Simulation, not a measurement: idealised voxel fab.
process module | voxel fin reveal
cross-section cut | 250 nm wide | cells 5 nm
A cross-section is a grid of square cells, given in bands from the top down. A band is one or more rows of cells.
Each band's line starts with the height of the band's top and of its bottom, in nm. Then come its materials from left to right, each with its width in nm. One material with "throughout" fills the band from edge to edge. "air" is empty space.
Height 0 is the level under which the wafer as received is all one material. The lowest band goes on downwards, as in "0 down".
A width such as "30 to 40" changes by the same amount from each row of cells to the next, from the band's top row to its bottom row.
"no change" after a step means that no cell of the cross-section changed.
closed voids: empty space of 8 cells or more with no open way to the top, each as width x height at its distance from the left edge, in nm
after a step's settings: what the simulator itself notes on the step
overlay nm, on a step with a mask: how far to the right of its planned place the mask lay; to the left if negative
plan
1 op RECEIVE | material Si
2 op CONFORMAL_DEP | material SiN | thk nm 5
3 op DIRECTIONAL_DEP | material aC | thk nm 15
4 op PATTERN | tone cover | mask id FINS | material resist | width nm 15 | pitch nm 35 | thk nm 35 | overlay nm 0
5 op DIRECTIONAL_ETCH | etch materials aC | depth nm 15
6 op STRIP | etch materials resist
7 op DIRECTIONAL_ETCH | etch materials SiN | depth nm 5
8 op DIRECTIONAL_ETCH | etch materials Si | depth nm 35
9 op STRIP | etch materials aC
10 op OXIDIZE | depth nm 5
11 op FILL_DEP | material SiO2 | thk nm 15
12 op CMP | height nm 5
13 op SELECTIVE_ETCH | etch materials SiO2 | depth nm 25
14 op STRIP | etch materials SiN
as received, after step 1
  0 down: Si throughout
  closed voids: none
first wafer at the end, as planned
  0 to -20: air 85 | Si 5 | air 30 | Si 5 | air 30 | Si 5 | air 90
  -20 to -40: SiO2 85 | Si 5 | SiO2 30 | Si 5 | SiO2 30 | Si 5 | SiO2 90
  -40 down: Si throughout
  closed voids: none
second wafer at the end: like start, like plan, one mistake
  0 to -40: air 85 | Si 5 | air 30 | Si 5 | air 30 | Si 5 | air 90
  -40 down: Si throughout
  closed voids: none
what went wrong: step 13 was run twice
at the end the second wafer has, in cells: 188 fewer of SiO2
